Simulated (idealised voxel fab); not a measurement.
Process module name: voxel double patterning
The figure presents cross-section cut, which has a width of 230 nm and is divided into square cells with an edge length of 5 nm.
In what follows, cross-sections appear as grids of square cells, described through bands that run from the top down, where every band is one or more rows of cells.
First you get the band's top height and its bottom height, in nm, and then the materials it's made of, left to right, with each width in nm. If you see a single material with "everywhere", that one covers the band edge to edge. "blank" is empty space.
It should be noted that heights are counted from 0, beneath which the wafer as supplied is of one material throughout, and that the lowest band possesses no lower boundary but continues downward, as written in "z 0 and below".
You'd read "30 to 40" like this: the band's top row of cells is as wide as the first number, its bottom row is as wide as the second, and going down, every row changes width by the same amount as the row before did.
"no change" after a step means that no cell of the cross-section changed.
The entry "Listed closed voids" lists the empty spaces that cover at least 8 cells and have no open path to the top. Each is written as width x height at distance, where the distance is measured from the left edge and all three values are in nm.
On a step's line, text after the settings is the simulator commenting on that step.
"overlay nm" on a masked step: distance the mask lay right of its planned place, negative for left.
The steps planned for the process are as follows:
1,RECEIVE (material Si)
2,CONFORMAL_DEP (material SiO2; thk nm 5)
3,DIRECTIONAL_DEP (material TiN; thk nm 20)
4,DIRECTIONAL_DEP (material SiCN; thk nm 10)
5,MASKED_ETCH (tone open; mask id FIRST; width nm 15; pitch nm 50; etch materials SiCN; depth nm 10; overlay nm 0)
6,DIRECTIONAL_DEP (material aC; thk nm 10)
7,PATTERN (tone open; mask id SECOND; material resist; width nm 15; pitch nm 50; thk nm 25; overlay nm 0)
8,DIRECTIONAL_ETCH (etch materials aC; depth nm 10)
9,STRIP (etch materials resist)
10,DIRECTIONAL_ETCH (etch materials SiCN; depth nm 10)
11,STRIP (etch materials aC)
12,DIRECTIONAL_ETCH (etch materials TiN; depth nm 20)
13,STRIP (etch materials SiCN)
First wafer of two (run as planned):
As-received wafer cross-section (after step 1):
> z 0 and below | Si everywhere
> Listed closed voids: none
Once step 2 is through, the wafer looks like this in cross-section:
> z 5 to 0 | SiO2 everywhere
> below 0: unchanged
Once step 3 is through, the wafer looks like this in cross-section:
> z 25 to 5 | TiN everywhere
> below 5: unchanged
Once step 4 is through, the wafer looks like this in cross-section:
> z 35 to 25 | SiCN everywhere
> below 25: unchanged
Once step 5 is through, the wafer looks like this in cross-section:
> z 35 to 25 | SiCN (55)  blank (15)  SiCN (35)  blank (15)  SiCN (35)  blank (15)  SiCN (60)
> below 25: unchanged
Once step 6 is through, the wafer looks like this in cross-section:
> z 45 to 35 | aC (55)  blank (15)  aC (35)  blank (15)  aC (35)  blank (15)  aC (60)
> z 35 to 25 | SiCN (55)  aC (15)  SiCN (35)  aC (15)  SiCN (35)  aC (15)  SiCN (60)
> below 25: unchanged
Once step 7 is through, the wafer looks like this in cross-section:
> z 70 to 45 | resist (80)  blank (15)  resist (35)  blank (15)  resist (85)
> z 45 to 35 | aC (55)  resist (15)  aC (35)  resist (15)  aC (35)  resist (15)  aC (60)
> below 35: unchanged
Once step 8 is through, the wafer looks like this in cross-section:
> z 60 to 45 | resist (80)  blank (15)  resist (35)  blank (15)  resist (85)
> z 45 to 35 | aC (55)  resist (15)  aC (10)  blank (15)  aC (10)  resist (15)  aC (10)  blank (15)  aC (10)  resist (15)  aC (60)
> below 35: unchanged
Once step 9 is through, the wafer looks like this in cross-section:
> z 45 to 35 | aC (55)  blank (15)  aC (10)  blank (15)  aC (10)  blank (15)  aC (10)  blank (15)  aC (10)  blank (15)  aC (60)
> below 35: unchanged
Once step 10 is through, the wafer looks like this in cross-section:
> z 45 to 35 | aC (55)  blank (15)  aC (10)  blank (15)  aC (10)  blank (15)  aC (10)  blank (15)  aC (10)  blank (15)  aC (60)
> z 35 to 25 | SiCN (55)  aC (15)  SiCN (10)  blank (15)  SiCN (10)  aC (15)  SiCN (10)  blank (15)  SiCN (10)  aC (15)  SiCN (60)
> below 25: unchanged
Once step 11 is through, the wafer looks like this in cross-section:
> z 35 to 25 | SiCN (55)  blank (15)  SiCN (10)  blank (15)  SiCN (10)  blank (15)  SiCN (10)  blank (15)  SiCN (10)  blank (15)  SiCN (60)
> below 25: unchanged
Once step 12 is through, the wafer looks like this in cross-section:
> z 35 to 25 | SiCN (55)  blank (15)  SiCN (10)  blank (15)  SiCN (10)  blank (15)  SiCN (10)  blank (15)  SiCN (10)  blank (15)  SiCN (60)
> z 25 to 5 | TiN (55)  blank (15)  TiN (10)  blank (15)  TiN (10)  blank (15)  TiN (10)  blank (15)  TiN (10)  blank (15)  TiN (60)
> below 5: unchanged
Once step 13 is through, the wafer looks like this in cross-section:
> z 25 to 5 | TiN (55)  blank (15)  TiN (10)  blank (15)  TiN (10)  blank (15)  TiN (10)  blank (15)  TiN (10)  blank (15)  TiN (60)
> below 5: unchanged
Second wafer, same starting conditions and recipe as the first, one mistake in executing it, nothing differs from the first up to and including step 4:
Cross-section of the second wafer at the time step 5 of the plan should have ended:
> z 35 to 25 | blank (55)  SiCN (15)  blank (35)  SiCN (15)  blank (35)  SiCN (15)  blank (60)
> below 25: unchanged
Cross-section of the second wafer at the time step 6 of the plan should have ended:
> z 45 to 35 | blank (55)  aC (15)  blank (35)  aC (15)  blank (35)  aC (15)  blank (60)
> z 35 to 25 | aC (55)  SiCN (15)  aC (35)  SiCN (15)  aC (35)  SiCN (15)  aC (60)
> below 25: unchanged
Cross-section of the second wafer at the time step 7 of the plan should have ended:
> z 70 to 45 | resist (80)  blank (15)  resist (35)  blank (15)  resist (85)
> z 45 to 35 | resist (55)  aC (15)  resist (10)  blank (15)  resist (10)  aC (15)  resist (10)  blank (15)  resist (10)  aC (15)  resist (60)
> below 35: unchanged
Cross-section of the second wafer at the time step 8 of the plan should have ended:
> z 60 to 45 | resist (80)  blank (15)  resist (35)  blank (15)  resist (85)
> z 45 to 35 | resist (55)  aC (15)  resist (10)  blank (15)  resist (10)  aC (15)  resist (10)  blank (15)  resist (10)  aC (15)  resist (60)
> z 35 to 25 | aC (55)  SiCN (15)  aC (10)  blank (15)  aC (10)  SiCN (15)  aC (10)  blank (15)  aC (10)  SiCN (15)  aC (60)
> below 25: unchanged
Cross-section of the second wafer at the time step 9 of the plan should have ended:
> z 45 to 35 | blank (55)  aC (15)  blank (35)  aC (15)  blank (35)  aC (15)  blank (60)
> below 35: unchanged
Cross-section of the second wafer at the time step 10 of the plan should have ended: no change
Cross-section of the second wafer at the time step 11 of the plan should have ended:
> z 35 to 25 | blank (55)  SiCN (15)  blank (35)  SiCN (15)  blank (35)  SiCN (15)  blank (60)
> below 25: unchanged
Cross-section of the second wafer at the time step 12 of the plan should have ended:
> z 35 to 25 | blank (55)  SiCN (15)  blank (35)  SiCN (15)  blank (35)  SiCN (15)  blank (60)
> z 25 to 5 | blank (55)  TiN (15)  blank (35)  TiN (15)  blank (35)  TiN (15)  blank (60)
> below 5: unchanged
Cross-section of the second wafer at the time step 13 of the plan should have ended:
> z 25 to 5 | blank (55)  TiN (15)  blank (35)  TiN (15)  blank (35)  TiN (15)  blank (60)
> below 5: unchanged
Error vs. plan: step 5 deviated from plan and actually ran as MASKED_ETCH (tone cover; mask id FIRST; width nm 15; pitch nm 50; etch materials SiCN; depth nm 10; overlay nm 0)
Wafer comparison, final, in cells, second relative to first, materials more or fewer: -88 TiN
